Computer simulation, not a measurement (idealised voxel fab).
process module | voxel self aligned vias
cross-section cut | 260 nm wide | cells 5 nm
A cross-section is a grid of square cells, given in bands from the top down. A band is one or more rows of cells.
Each band's line starts with the height of the band's top and of its bottom, in nm. Then come its materials from left to right, each with its width in nm. One material with "throughout" fills the band from edge to edge. "air" is empty space.
Height 0 is the level under which the wafer as received is all one material. The lowest band goes on downwards, as in "0 down".
A width such as "30 to 40" changes by the same amount from each row of cells to the next, from the band's top row to its bottom row.
"no change" after a step means that no cell of the cross-section changed.
closed voids: empty space of 8 cells or more with no open way to the top, each as width x height at its distance from the left edge, in nm
after a step's settings: what the simulator itself notes on the step
overlay nm, on a step with a mask: how far to the right of its planned place the mask lay; to the left if negative
plan
1 op RECEIVE | material Si
2 op CONFORMAL_DEP | material SiO2 | thk nm 15
3 op CONFORMAL_DEP | material SiCN | thk nm 5
4 op DIRECTIONAL_DEP | material SiO2 | thk nm 30
5 op PATTERN | tone open | mask id LINES | material resist | width nm 30 | pitch nm 60 | thk nm 20 | overlay nm 0
6 op DIRECTIONAL_ETCH | etch materials SiO2 | depth nm 30
7 op STRIP | etch materials resist
8 op CONFORMAL_DEP | material TiN | thk nm 5
9 op FILL_DEP | material Ru | thk nm 10
10 op CMP | height nm 50
11 op SELECTIVE_ETCH | etch materials W Ru TiN | depth nm 5
12 op FILL_DEP | material SiN | thk nm 10
13 op CMP | height nm 50
14 op DIRECTIONAL_DEP | material SiO2 | thk nm 15
15 op MASKED_ETCH | tone open | mask id VIAS | width nm 40 | pitch nm 60 | etch materials SiO2 | depth nm 15 | overlay nm 0
16 op MASKED_ETCH | tone open | mask id VIAS | width nm 40 | pitch nm 60 | etch materials SiN | depth nm 5 | overlay nm 0
17 op CONFORMAL_DEP | material TiN | thk nm 5
18 op FILL_DEP | material W | thk nm 10
19 op CMP | height nm 65
20 op CONFORMAL_DEP | material SiCN | thk nm 5
first wafer, as planned
as received, after step 1
  0 down: Si throughout
  closed voids: none
after step 2
  15 to 0: SiO2 throughout
  below 0: unchanged
after step 3
  20 to 15: SiCN throughout
  below 15: unchanged
after step 4
  50 to 20: SiO2 throughout
  below 20: unchanged
after step 5
  70 to 50: resist 55 | air 30 | resist 30 | air 30 | resist 30 | air 30 | resist 55
  below 50: unchanged
after step 6
  70 to 50: resist 55 | air 30 | resist 30 | air 30 | resist 30 | air 30 | resist 55
  50 to 20: SiO2 55 | air 30 | SiO2 30 | air 30 | SiO2 30 | air 30 | SiO2 55
  below 20: unchanged
after step 7
  50 to 20: SiO2 55 | air 30 | SiO2 30 | air 30 | SiO2 30 | air 30 | SiO2 55
  below 20: unchanged
after step 8
  55 to 50: TiN 60 | air 20 | TiN 40 | air 20 | TiN 40 | air 20 | TiN 60
  50 to 25: SiO2 55 | TiN 5 | air 20 | TiN 5 | SiO2 30 | TiN 5 | air 20 | TiN 5 | SiO2 30 | TiN 5 | air 20 | TiN 5 | SiO2 55
  25 to 20: SiO2 55 | TiN 30 | SiO2 30 | TiN 30 | SiO2 30 | TiN 30 | SiO2 55
  below 20: unchanged
after step 9
  65 to 55: Ru throughout
  55 to 50: TiN 60 | Ru 20 | TiN 40 | Ru 20 | TiN 40 | Ru 20 | TiN 60
  50 to 25: SiO2 55 | TiN 5 | Ru 20 | TiN 5 | SiO2 30 | TiN 5 | Ru 20 | TiN 5 | SiO2 30 | TiN 5 | Ru 20 | TiN 5 | SiO2 55
  below 25: unchanged
after step 10
  50 to 25: SiO2 55 | TiN 5 | Ru 20 | TiN 5 | SiO2 30 | TiN 5 | Ru 20 | TiN 5 | SiO2 30 | TiN 5 | Ru 20 | TiN 5 | SiO2 55
  below 25: unchanged
after step 11
  50 to 45: SiO2 55 | air 30 | SiO2 30 | air 30 | SiO2 30 | air 30 | SiO2 55
  below 45: unchanged
after step 12
  60 to 50: SiN throughout
  50 to 45: SiO2 55 | SiN 30 | SiO2 30 | SiN 30 | SiO2 30 | SiN 30 | SiO2 55
  below 45: unchanged
after step 13
  50 to 45: SiO2 55 | SiN 30 | SiO2 30 | SiN 30 | SiO2 30 | SiN 30 | SiO2 55
  below 45: unchanged
after step 14
  65 to 50: SiO2 throughout
  below 50: unchanged
after step 15
  65 to 50: SiO2 50 | air 40 | SiO2 20 | air 40 | SiO2 20 | air 40 | SiO2 50
  below 50: unchanged
after step 16
  65 to 50: SiO2 50 | air 40 | SiO2 20 | air 40 | SiO2 20 | air 40 | SiO2 50
  50 to 45: SiO2 55 | air 30 | SiO2 30 | air 30 | SiO2 30 | air 30 | SiO2 55
  below 45: unchanged
after step 17
  70 to 65: TiN 55 | air 30 | TiN 30 | air 30 | TiN 30 | air 30 | TiN 55
  65 to 55: SiO2 50 | TiN 5 | air 30 | TiN 5 | SiO2 20 | TiN 5 | air 30 | TiN 5 | SiO2 20 | TiN 5 | air 30 | TiN 5 | SiO2 50
  55 to 50: SiO2 50 | TiN 10 | air 20 | TiN 10 | SiO2 20 | TiN 10 | air 20 | TiN 10 | SiO2 20 | TiN 10 | air 20 | TiN 10 | SiO2 50
  50 to 45: SiO2 55 | TiN 30 | SiO2 30 | TiN 30 | SiO2 30 | TiN 30 | SiO2 55
  below 45: unchanged
after step 18
  80 to 70: W throughout
  70 to 65: TiN 55 | W 30 | TiN 30 | W 30 | TiN 30 | W 30 | TiN 55
  65 to 55: SiO2 50 | TiN 5 | W 30 | TiN 5 | SiO2 20 | TiN 5 | W 30 | TiN 5 | SiO2 20 | TiN 5 | W 30 | TiN 5 | SiO2 50
  55 to 50: SiO2 50 | TiN 10 | W 20 | TiN 10 | SiO2 20 | TiN 10 | W 20 | TiN 10 | SiO2 20 | TiN 10 | W 20 | TiN 10 | SiO2 50
  below 50: unchanged
after step 19
  65 to 55: SiO2 50 | TiN 5 | W 30 | TiN 5 | SiO2 20 | TiN 5 | W 30 | TiN 5 | SiO2 20 | TiN 5 | W 30 | TiN 5 | SiO2 50
  below 55: unchanged
after step 20
  70 to 65: SiCN throughout
  below 65: unchanged
second wafer: like start, like plan, one mistake. Through step 18 it matches the first wafer
when step 19 should have ended
  60 to 50: SiO2 50 | TiN 5 to 10 | W 30 to 20 | TiN 5 to 10 | SiO2 20 | TiN 5 to 10 | W 30 to 20 | TiN 5 to 10 | SiO2 20 | TiN 5 to 10 | W 30 to 20 | TiN 5 to 10 | SiO2 50
  below 50: unchanged
when step 20 should have ended
  65 to 60: SiCN throughout
  below 60: unchanged
what went wrong: step 19 ran as: op CMP | height nm 60
at the end the second wafer has, in cells: 28 fewer of SiO2 | 6 fewer of TiN | 18 fewer of W
